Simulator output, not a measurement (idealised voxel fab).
This is a process module. Its name is voxel wiring stack.
Each square cell in cross-section cut measures 5 nm, and the section as a whole is 255 nm wide.
Cross-section layout: square cells on a grid; listed as bands, top to bottom; a band spans one or more cell rows.
For a band, the entry starts with two heights in nm, that of the top and then that of the bottom, and carries on with the band's materials in order from left to right, each alongside its width in nm; the word "throughout" beside a single material means it fills the band edge to edge, and "empty" means empty space.
Note: height 0 marks the level under which the wafer is uniformly one material as received. Lowest band unbounded below, written "0 down".
Per-row width for "30..40": begins at first number (top row of band), ends at second number (bottom row), increment between rows held constant.
Basically "nothing got changed" means that step didn't change any cell in the cross-section.
"closed voids": sealed empty spaces, 8 cells or more, no open way to top, listed width x height at distance, with distance from the left edge and width, height and distance in nm.
Text after the settings on a step's line: the simulator's own remark on that step.
overlay nm: where the mask lay relative to plan, measured to the right, on steps with a mask; negatives go left.

Process steps - plan
step 1: RECEIVE, material Si
step 2: CONFORMAL_DEP, material SiO2, thk nm 15
step 3: CONFORMAL_DEP, material SiN, thk nm 5
step 4: DIRECTIONAL_DEP, material lowk, thk nm 25
step 5: MASKED_ETCH, tone open, mask id METAL_1, width nm 30, pitch nm 50, etch materials lowk, depth nm 25, overlay nm 0
step 6: MASKED_ETCH, tone open, mask id METAL_1, width nm 30, pitch nm 50, etch materials SiN, depth nm 5, overlay nm 0
step 7: CONFORMAL_DEP, material TiN, thk nm 5
step 8: FILL_DEP, material Cu, thk nm 10
step 9: CMP, height nm 45
step 10: CONFORMAL_DEP, material SiCN, thk nm 5
step 11: DIRECTIONAL_DEP, material SiO2, thk nm 25
step 12: MASKED_ETCH, tone open, mask id METAL_2_HOLES, width nm 15, pitch nm 50, etch materials SiO2, depth nm 25, overlay nm 0
step 13: MASKED_ETCH, tone open, mask id METAL_2, width nm 30, pitch nm 50, etch materials SiO2, depth nm 15, overlay nm 0
step 14: MASKED_ETCH, tone open, mask id METAL_2, width nm 30, pitch nm 50, etch materials SiCN, depth nm 5, overlay nm 0
step 15: CONFORMAL_DEP, material TiN, thk nm 5
step 16: FILL_DEP, material Cu, thk nm 10
step 17: CMP, height nm 75
step 18: CONFORMAL_DEP, material SiCN, thk nm 5
step 19: DIRECTIONAL_DEP, material lowk, thk nm 30
step 20: MASKED_ETCH, tone open, mask id METAL_3, width nm 30, pitch nm 50, etch materials lowk, depth nm 15, overlay nm 0
step 21: MASKED_ETCH, tone open, mask id METAL_3_HOLES, width nm 15, pitch nm 50, etch materials lowk, depth nm 15, overlay nm 0
step 22: MASKED_ETCH, tone open, mask id METAL_3_HOLES, width nm 15, pitch nm 50, etch materials SiCN, depth nm 5, overlay nm 0
step 23: CONFORMAL_DEP, material TiN, thk nm 5
step 24: FILL_DEP, material Cu, thk nm 5
step 25: CMP, height nm 110
step 26: CONFORMAL_DEP, material SiN, thk nm 5

Cross-section of the incoming wafer, state after step 1
	0 down: Si throughout
	closed voids: none

Sectioned view, first of two wafers, at the close of the module, processed as intended in the plan
	115 to 110: SiN throughout
	110 to 100: 35 of lowk, then 5 of TiN, then 20 of Cu, then 5 of TiN, then 20 of lowk, then 5 of TiN, then 20 of Cu, then 5 of TiN, then 20 of lowk, then 5 of TiN, then 20 of Cu, then 5 of TiN, then 20 of lowk, then 5 of TiN, then 20 of Cu, then 5 of TiN, then 40 of lowk
	100 to 95: 35 of lowk, then 5 of TiN, then 5 of Cu, then 20 of TiN, then 20 of lowk, then 5 of TiN, then 5 of Cu, then 20 of TiN, then 20 of lowk, then 5 of TiN, then 5 of Cu, then 20 of TiN, then 20 of lowk, then 5 of TiN, then 5 of Cu, then 20 of TiN, then 40 of lowk
	95 to 80: 35 of lowk, then 5 of TiN, then 5 of Cu, then 5 of TiN, then 35 of lowk, then 5 of TiN, then 5 of Cu, then 5 of TiN, then 35 of lowk, then 5 of TiN, then 5 of Cu, then 5 of TiN, then 35 of lowk, then 5 of TiN, then 5 of Cu, then 5 of TiN, then 55 of lowk
	80 to 75: 35 of SiCN, then 15 of TiN, then 35 of SiCN, then 15 of TiN, then 35 of SiCN, then 15 of TiN, then 35 of SiCN, then 15 of TiN, then 55 of SiCN
	75 to 65: 35 of SiO2, then 5 of TiN, then 20 of Cu, then 5 of TiN, then 20 of SiO2, then 5 of TiN, then 20 of Cu, then 5 of TiN, then 20 of SiO2, then 5 of TiN, then 20 of Cu, then 5 of TiN, then 20 of SiO2, then 5 of TiN, then 20 of Cu, then 5 of TiN, then 40 of SiO2
	65 to 60: 35 of SiO2, then 5 of TiN, then 5 of Cu, then 20 of TiN, then 20 of SiO2, then 5 of TiN, then 5 of Cu, then 20 of TiN, then 20 of SiO2, then 5 of TiN, then 5 of Cu, then 20 of TiN, then 20 of SiO2, then 5 of TiN, then 5 of Cu, then 20 of TiN, then 40 of SiO2
	60 to 50: 35 of SiO2, then 5 of TiN, then 5 of Cu, then 5 of TiN, then 35 of SiO2, then 5 of TiN, then 5 of Cu, then 5 of TiN, then 35 of SiO2, then 5 of TiN, then 5 of Cu, then 5 of TiN, then 35 of SiO2, then 5 of TiN, then 5 of Cu, then 5 of TiN, then 55 of SiO2
	50 to 45: 35 of SiCN, then 15 of TiN, then 35 of SiCN, then 15 of TiN, then 35 of SiCN, then 15 of TiN, then 35 of SiCN, then 15 of TiN, then 55 of SiCN
	45 to 20: 35 of lowk, then 5 of TiN, then 20 of Cu, then 5 of TiN, then 20 of lowk, then 5 of TiN, then 20 of Cu, then 5 of TiN, then 20 of lowk, then 5 of TiN, then 20 of Cu, then 5 of TiN, then 20 of lowk, then 5 of TiN, then 20 of Cu, then 5 of TiN, then 40 of lowk
	20 to 15: 35 of SiN, then 30 of TiN, then 20 of SiN, then 30 of TiN, then 20 of SiN, then 30 of TiN, then 20 of SiN, then 30 of TiN, then 40 of SiN
	15 to 0: SiO2 throughout
	0 down: Si throughout
	closed voids: none

End-of-module cross-section of the second wafer: identical starting point and process plan to the first, with one processing mistake
	115 to 110: SiN throughout
	110 to 100: 35 of lowk, then 5 of TiN, then 20 of Cu, then 5 of TiN, then 20 of lowk, then 5 of TiN, then 20 of Cu, then 5 of TiN, then 20 of lowk, then 5 of TiN, then 20 of Cu, then 5 of TiN, then 20 of lowk, then 5 of TiN, then 20 of Cu, then 5 of TiN, then 40 of lowk
	100 to 95: 35 of lowk, then 5 of TiN, then 5 of Cu, then 20 of TiN, then 20 of lowk, then 5 of TiN, then 5 of Cu, then 20 of TiN, then 20 of lowk, then 5 of TiN, then 5 of Cu, then 20 of TiN, then 20 of lowk, then 5 of TiN, then 5 of Cu, then 20 of TiN, then 40 of lowk
	95 to 80: 35 of lowk, then 5 of TiN, then 5 of Cu, then 5 of TiN, then 35 of lowk, then 5 of TiN, then 5 of Cu, then 5 of TiN, then 35 of lowk, then 5 of TiN, then 5 of Cu, then 5 of TiN, then 35 of lowk, then 5 of TiN, then 5 of Cu, then 5 of TiN, then 55 of lowk
	80 to 75: 35 of SiCN, then 15 of TiN, then 35 of SiCN, then 15 of TiN, then 35 of SiCN, then 15 of TiN, then 35 of SiCN, then 15 of TiN, then 55 of SiCN
	75 to 65: 35 of SiO2, then 5 of TiN, then 20 of Cu, then 5 of TiN, then 20 of SiO2, then 5 of TiN, then 20 of Cu, then 5 of TiN, then 20 of SiO2, then 5 of TiN, then 20 of Cu, then 5 of TiN, then 20 of SiO2, then 5 of TiN, then 20 of Cu, then 5 of TiN, then 40 of SiO2
	65 to 60: 35 of SiO2, then 5 of TiN, then 5 of Cu, then 20 of TiN, then 20 of SiO2, then 5 of TiN, then 5 of Cu, then 20 of TiN, then 20 of SiO2, then 5 of TiN, then 5 of Cu, then 20 of TiN, then 20 of SiO2, then 5 of TiN, then 5 of Cu, then 20 of TiN, then 40 of SiO2
	60 to 50: 35 of SiO2, then 5 of TiN, then 5 of Cu, then 5 of TiN, then 35 of SiO2, then 5 of TiN, then 5 of Cu, then 5 of TiN, then 35 of SiO2, then 5 of TiN, then 5 of Cu, then 5 of TiN, then 35 of SiO2, then 5 of TiN, then 5 of Cu, then 5 of TiN, then 55 of SiO2
	50 to 45: 35 of SiCN, then 15 of TiN, then 35 of SiCN, then 15 of TiN, then 35 of SiCN, then 15 of TiN, then 35 of SiCN, then 15 of TiN, then 55 of SiCN
	45 to 35: 35 of lowk, then 5 of TiN, then 20 of Cu, then 5 of TiN, then 20 of lowk, then 5 of TiN, then 20 of Cu, then 5 of TiN, then 20 of lowk, then 5 of TiN, then 20 of Cu, then 5 of TiN, then 20 of lowk, then 5 of TiN, then 20 of Cu, then 5 of TiN, then 40 of lowk
	35 to 30: 35 of SiN, then 30 of TiN, then 20 of SiN, then 30 of TiN, then 20 of SiN, then 30 of TiN, then 20 of SiN, then 30 of TiN, then 40 of SiN
	30 to 0: SiO2 throughout
	0 down: Si throughout
	closed voids: none
The mistake made against the process plan was this: step 2 of the plan saw execution twice
The second wafer ends with more or fewer cells of some materials than the first, per final count: 48 fewer of Cu; 153 more of SiO2; 24 fewer of TiN; 81 fewer of lowk
